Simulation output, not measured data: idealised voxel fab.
Module name: voxel self aligned vias (process module)
Section shown: cut. Width: 225 nm. Cell size: 5 nm, square.
The cross-sections in this document take the form of a grid made of square cells. They are written out as bands, in order from top to bottom. Each band consists of one or more rows of cells. This entry defines a band. It first specifies the height of the band's top and the height of its bottom in nm, and then specifies the band's materials from left to right, stating each material with its width in nm. The word "throughout" identifies a single material that fills the band from edge to edge, while the word "blank" identifies empty space. Heads up on the height convention: 0 is the point under which the incoming wafer is all one material, and the lowest band has no bottom, it just keeps going down, like "0 and below". Width "30..40": first value at the band's top row of cells, second value at its bottom row, equal change from row to row. Step marked "left unchanged"? Then no cell in the cross-section changed in it. Listed in "Fully enclosed voids": every empty space of 8 or more cells without an open way to the top. Form: width x height at distance, the distance being from the left edge, all in nm. Heads up: the bit after the settings on a step's line is the simulator's remark on that step. You can add "overlay nm" to a step's line. For a step with a mask, it describes how far the mask lay to the right of its planned position, and a negative number describes a lay to the left.

-- These are the steps we planned for the process
step 1: RECEIVE, material Si
step 2: CONFORMAL_DEP, material SiO2, thk nm 10
step 3: CONFORMAL_DEP, material SiCN, thk nm 5
step 4: DIRECTIONAL_DEP, material SiO2, thk nm 20
step 5: PATTERN, tone open, mask id LINES, material resist, width nm 25, pitch nm 60, thk nm 15, overlay nm 0
step 6: DIRECTIONAL_ETCH, etch materials SiO2, depth nm 20
step 7: STRIP, etch materials resist
step 8: CONFORMAL_DEP, material TiN, thk nm 5
step 9: FILL_DEP, material Ru, thk nm 5
step 10: CMP, height nm 35
step 11: SELECTIVE_ETCH, etch materials W Ru TiN, depth nm 10
step 12: FILL_DEP, material SiN, thk nm 5
step 13: CMP, height nm 35
step 14: DIRECTIONAL_DEP, material SiO2, thk nm 15
step 15: MASKED_ETCH, tone open, mask id VIAS, width nm 45, pitch nm 120, etch materials SiO2, depth nm 15, overlay nm 0
step 16: MASKED_ETCH, tone open, mask id VIAS, width nm 45, pitch nm 120, etch materials SiN, depth nm 10, overlay nm 0
step 17: CONFORMAL_DEP, material TiN, thk nm 5
step 18: FILL_DEP, material Cu, thk nm 5
step 19: CMP, height nm 50
step 20: CONFORMAL_DEP, material SiN, thk nm 5

-- First out of two wafers; run went to plan

-- Shown in cross-section is the wafer as received, that is, as it stands after step 1
    0 and below  Si throughout
    Fully enclosed voids: none

-- Cross-section of the wafer after step 2
    10 down to 0  SiO2 throughout
    Everything under 0 stays put, no change at all.

-- Cross-section of the wafer after step 3
    15 down to 10  SiCN throughout
    Everything under 10 stays put, no change at all.

-- Cross-section of the wafer after step 4
    35 down to 15  SiO2 throughout
    Everything under 15 stays put, no change at all.

-- Cross-section of the wafer after step 5
    50 down to 35  resist 40 nm; blank 25 nm; resist 35 nm; blank 25 nm; resist 35 nm; blank 25 nm; resist 40 nm
    Everything under 35 stays put, no change at all.

-- Cross-section of the wafer after step 6
    50 down to 35  resist 40 nm; blank 25 nm; resist 35 nm; blank 25 nm; resist 35 nm; blank 25 nm; resist 40 nm
    35 down to 15  SiO2 40 nm; blank 25 nm; SiO2 35 nm; blank 25 nm; SiO2 35 nm; blank 25 nm; SiO2 40 nm
    Everything under 15 stays put, no change at all.

-- Cross-section of the wafer after step 7
    35 down to 15  SiO2 40 nm; blank 25 nm; SiO2 35 nm; blank 25 nm; SiO2 35 nm; blank 25 nm; SiO2 40 nm
    Everything under 15 stays put, no change at all.

-- Cross-section of the wafer after step 8
    40 down to 35  TiN 45 nm; blank 15 nm; TiN 45 nm; blank 15 nm; TiN 45 nm; blank 15 nm; TiN 45 nm
    35 down to 20  SiO2 40 nm; TiN 5 nm; blank 15 nm; TiN 5 nm; SiO2 35 nm; TiN 5 nm; blank 15 nm; TiN 5 nm; SiO2 35 nm; TiN 5 nm; blank 15 nm; TiN 5 nm; SiO2 40 nm
    20 down to 15  SiO2 40 nm; TiN 25 nm; SiO2 35 nm; TiN 25 nm; SiO2 35 nm; TiN 25 nm; SiO2 40 nm
    Everything under 15 stays put, no change at all.

-- Cross-section of the wafer after step 9
    45 down to 40  Ru throughout
    40 down to 35  TiN 45 nm; Ru 15 nm; TiN 45 nm; Ru 15 nm; TiN 45 nm; Ru 15 nm; TiN 45 nm
    35 down to 20  SiO2 40 nm; TiN 5 nm; Ru 15 nm; TiN 5 nm; SiO2 35 nm; TiN 5 nm; Ru 15 nm; TiN 5 nm; SiO2 35 nm; TiN 5 nm; Ru 15 nm; TiN 5 nm; SiO2 40 nm
    Everything under 20 stays put, no change at all.

-- Cross-section of the wafer after step 10
    35 down to 20  SiO2 40 nm; TiN 5 nm; Ru 15 nm; TiN 5 nm; SiO2 35 nm; TiN 5 nm; Ru 15 nm; TiN 5 nm; SiO2 35 nm; TiN 5 nm; Ru 15 nm; TiN 5 nm; SiO2 40 nm
    Everything under 20 stays put, no change at all.

-- Cross-section of the wafer after step 11
    35 down to 25  SiO2 40 nm; blank 25 nm; SiO2 35 nm; blank 25 nm; SiO2 35 nm; blank 25 nm; SiO2 40 nm
    Everything under 25 stays put, no change at all.

-- Cross-section of the wafer after step 12
    40 down to 35  SiN throughout
    35 down to 25  SiO2 40 nm; SiN 25 nm; SiO2 35 nm; SiN 25 nm; SiO2 35 nm; SiN 25 nm; SiO2 40 nm
    Everything under 25 stays put, no change at all.

-- Cross-section of the wafer after step 13
    35 down to 25  SiO2 40 nm; SiN 25 nm; SiO2 35 nm; SiN 25 nm; SiO2 35 nm; SiN 25 nm; SiO2 40 nm
    Everything under 25 stays put, no change at all.

-- Cross-section of the wafer after step 14
    50 down to 35  SiO2 throughout
    Everything under 35 stays put, no change at all.

-- Cross-section of the wafer after step 15
    50 down to 35  SiO2 30 nm; blank 45 nm; SiO2 75 nm; blank 45 nm; SiO2 30 nm
    Everything under 35 stays put, no change at all.

-- Cross-section of the wafer after step 16
    50 down to 35  SiO2 30 nm; blank 45 nm; SiO2 75 nm; blank 45 nm; SiO2 30 nm
    35 down to 25  SiO2 40 nm; blank 25 nm; SiO2 35 nm; SiN 25 nm; SiO2 35 nm; blank 25 nm; SiO2 40 nm
    Everything under 25 stays put, no change at all.

-- Cross-section of the wafer after step 17
    55 down to 50  TiN 35 nm; blank 35 nm; TiN 85 nm; blank 35 nm; TiN 35 nm
    50 down to 40  SiO2 30 nm; TiN 5 nm; blank 35 nm; TiN 5 nm; SiO2 75 nm; TiN 5 nm; blank 35 nm; TiN 5 nm; SiO2 30 nm
    40 down to 35  SiO2 30 nm; TiN 15 nm; blank 15 nm; TiN 15 nm; SiO2 75 nm; TiN 15 nm; blank 15 nm; TiN 15 nm; SiO2 30 nm
    35 down to 30  SiO2 40 nm; TiN 5 nm; blank 15 nm; TiN 5 nm; SiO2 35 nm; SiN 25 nm; SiO2 35 nm; TiN 5 nm; blank 15 nm; TiN 5 nm; SiO2 40 nm
    30 down to 25  SiO2 40 nm; TiN 25 nm; SiO2 35 nm; SiN 25 nm; SiO2 35 nm; TiN 25 nm; SiO2 40 nm
    Everything under 25 stays put, no change at all.

-- Cross-section of the wafer after step 18
    60 down to 55  Cu throughout
    55 down to 50  TiN 35 nm; Cu 35 nm; TiN 85 nm; Cu 35 nm; TiN 35 nm
    50 down to 40  SiO2 30 nm; TiN 5 nm; Cu 35 nm; TiN 5 nm; SiO2 75 nm; TiN 5 nm; Cu 35 nm; TiN 5 nm; SiO2 30 nm
    40 down to 35  SiO2 30 nm; TiN 15 nm; Cu 15 nm; TiN 15 nm; SiO2 75 nm; TiN 15 nm; Cu 15 nm; TiN 15 nm; SiO2 30 nm
    35 down to 30  SiO2 40 nm; TiN 5 nm; Cu 15 nm; TiN 5 nm; SiO2 35 nm; SiN 25 nm; SiO2 35 nm; TiN 5 nm; Cu 15 nm; TiN 5 nm; SiO2 40 nm
    Everything under 30 stays put, no change at all.

-- Cross-section of the wafer after step 19
    50 down to 40  SiO2 30 nm; TiN 5 nm; Cu 35 nm; TiN 5 nm; SiO2 75 nm; TiN 5 nm; Cu 35 nm; TiN 5 nm; SiO2 30 nm
    Everything under 40 stays put, no change at all.

-- Cross-section of the wafer after step 20
    55 down to 50  SiN throughout
    Everything under 50 stays put, no change at all.

-- Wafer two. Identical start, identical plan. One mistake in execution. Identical history through step 4

-- Cross-section: second wafer, time at which step 5 was scheduled to end
    50 down to 35  resist 50 nm; blank 25 nm; resist 35 nm; blank 25 nm; resist 35 nm; blank 25 nm; resist 30 nm
    Everything under 35 stays put, no change at all.

-- Cross-section: second wafer, time at which step 6 was scheduled to end
    50 down to 35  resist 50 nm; blank 25 nm; resist 35 nm; blank 25 nm; resist 35 nm; blank 25 nm; resist 30 nm
    35 down to 15  SiO2 50 nm; blank 25 nm; SiO2 35 nm; blank 25 nm; SiO2 35 nm; blank 25 nm; SiO2 30 nm
    Everything under 15 stays put, no change at all.

-- Cross-section: second wafer, time at which step 7 was scheduled to end
    35 down to 15  SiO2 50 nm; blank 25 nm; SiO2 35 nm; blank 25 nm; SiO2 35 nm; blank 25 nm; SiO2 30 nm
    Everything under 15 stays put, no change at all.

-- Cross-section: second wafer, time at which step 8 was scheduled to end
    40 down to 35  TiN 55 nm; blank 15 nm; TiN 45 nm; blank 15 nm; TiN 45 nm; blank 15 nm; TiN 35 nm
    35 down to 20  SiO2 50 nm; TiN 5 nm; blank 15 nm; TiN 5 nm; SiO2 35 nm; TiN 5 nm; blank 15 nm; TiN 5 nm; SiO2 35 nm; TiN 5 nm; blank 15 nm; TiN 5 nm; SiO2 30 nm
    20 down to 15  SiO2 50 nm; TiN 25 nm; SiO2 35 nm; TiN 25 nm; SiO2 35 nm; TiN 25 nm; SiO2 30 nm
    Everything under 15 stays put, no change at all.

-- Cross-section: second wafer, time at which step 9 was scheduled to end
    45 down to 40  Ru throughout
    40 down to 35  TiN 55 nm; Ru 15 nm; TiN 45 nm; Ru 15 nm; TiN 45 nm; Ru 15 nm; TiN 35 nm
    35 down to 20  SiO2 50 nm; TiN 5 nm; Ru 15 nm; TiN 5 nm; SiO2 35 nm; TiN 5 nm; Ru 15 nm; TiN 5 nm; SiO2 35 nm; TiN 5 nm; Ru 15 nm; TiN 5 nm; SiO2 30 nm
    Everything under 20 stays put, no change at all.

-- Cross-section: second wafer, time at which step 10 was scheduled to end
    35 down to 20  SiO2 50 nm; TiN 5 nm; Ru 15 nm; TiN 5 nm; SiO2 35 nm; TiN 5 nm; Ru 15 nm; TiN 5 nm; SiO2 35 nm; TiN 5 nm; Ru 15 nm; TiN 5 nm; SiO2 30 nm
    Everything under 20 stays put, no change at all.

-- Cross-section: second wafer, time at which step 11 was scheduled to end
    35 down to 25  SiO2 50 nm; blank 25 nm; SiO2 35 nm; blank 25 nm; SiO2 35 nm; blank 25 nm; SiO2 30 nm
    Everything under 25 stays put, no change at all.

-- Cross-section: second wafer, time at which step 12 was scheduled to end
    40 down to 35  SiN throughout
    35 down to 25  SiO2 50 nm; SiN 25 nm; SiO2 35 nm; SiN 25 nm; SiO2 35 nm; SiN 25 nm; SiO2 30 nm
    Everything under 25 stays put, no change at all.

-- Cross-section: second wafer, time at which step 13 was scheduled to end
    35 down to 25  SiO2 50 nm; SiN 25 nm; SiO2 35 nm; SiN 25 nm; SiO2 35 nm; SiN 25 nm; SiO2 30 nm
    Everything under 25 stays put, no change at all.

-- Cross-section: second wafer, time at which step 14 was scheduled to end
    50 down to 35  SiO2 throughout
    Everything under 35 stays put, no change at all.

-- Cross-section: second wafer, time at which step 15 was scheduled to end
    50 down to 35  SiO2 30 nm; blank 45 nm; SiO2 75 nm; blank 45 nm; SiO2 30 nm
    Everything under 35 stays put, no change at all.

-- Cross-section: second wafer, time at which step 16 was scheduled to end
    50 down to 35  SiO2 30 nm; blank 45 nm; SiO2 75 nm; blank 45 nm; SiO2 30 nm
    35 down to 25  SiO2 50 nm; blank 25 nm; SiO2 35 nm; SiN 25 nm; SiO2 35 nm; blank 25 nm; SiO2 30 nm
    Everything under 25 stays put, no change at all.

-- Cross-section: second wafer, time at which step 17 was scheduled to end
    55 down to 50  TiN 35 nm; blank 35 nm; TiN 85 nm; blank 35 nm; TiN 35 nm
    50 down to 40  SiO2 30 nm; TiN 5 nm; blank 35 nm; TiN 5 nm; SiO2 75 nm; TiN 5 nm; blank 35 nm; TiN 5 nm; SiO2 30 nm
    40 down to 35  SiO2 30 nm; TiN 25 nm; blank 15 nm; TiN 5 nm; SiO2 75 nm; TiN 25 nm; blank 15 nm; TiN 5 nm; SiO2 30 nm
    35 down to 30  SiO2 50 nm; TiN 5 nm; blank 15 nm; TiN 5 nm; SiO2 35 nm; SiN 25 nm; SiO2 35 nm; TiN 5 nm; blank 15 nm; TiN 5 nm; SiO2 30 nm
    30 down to 25  SiO2 50 nm; TiN 25 nm; SiO2 35 nm; SiN 25 nm; SiO2 35 nm; TiN 25 nm; SiO2 30 nm
    Everything under 25 stays put, no change at all.

-- Cross-section: second wafer, time at which step 18 was scheduled to end
    60 down to 55  Cu throughout
    55 down to 50  TiN 35 nm; Cu 35 nm; TiN 85 nm; Cu 35 nm; TiN 35 nm
    50 down to 40  SiO2 30 nm; TiN 5 nm; Cu 35 nm; TiN 5 nm; SiO2 75 nm; TiN 5 nm; Cu 35 nm; TiN 5 nm; SiO2 30 nm
    40 down to 35  SiO2 30 nm; TiN 25 nm; Cu 15 nm; TiN 5 nm; SiO2 75 nm; TiN 25 nm; Cu 15 nm; TiN 5 nm; SiO2 30 nm
    35 down to 30  SiO2 50 nm; TiN 5 nm; Cu 15 nm; TiN 5 nm; SiO2 35 nm; SiN 25 nm; SiO2 35 nm; TiN 5 nm; Cu 15 nm; TiN 5 nm; SiO2 30 nm
    Everything under 30 stays put, no change at all.

-- Cross-section: second wafer, time at which step 19 was scheduled to end
    50 down to 40  SiO2 30 nm; TiN 5 nm; Cu 35 nm; TiN 5 nm; SiO2 75 nm; TiN 5 nm; Cu 35 nm; TiN 5 nm; SiO2 30 nm
    Everything under 40 stays put, no change at all.

-- Cross-section: second wafer, time at which step 20 was scheduled to end
    55 down to 50  SiN throughout
    Everything under 50 stays put, no change at all.
Against the plan, the run slipped here: step 5 did not use the planned setting and instead ran as PATTERN, tone open, mask id LINES, material resist, width nm 25, pitch nm 60, thk nm 15, overlay nm 10
Heads up: at the end the two wafers have identical cell counts per material, they're just laid out differently.
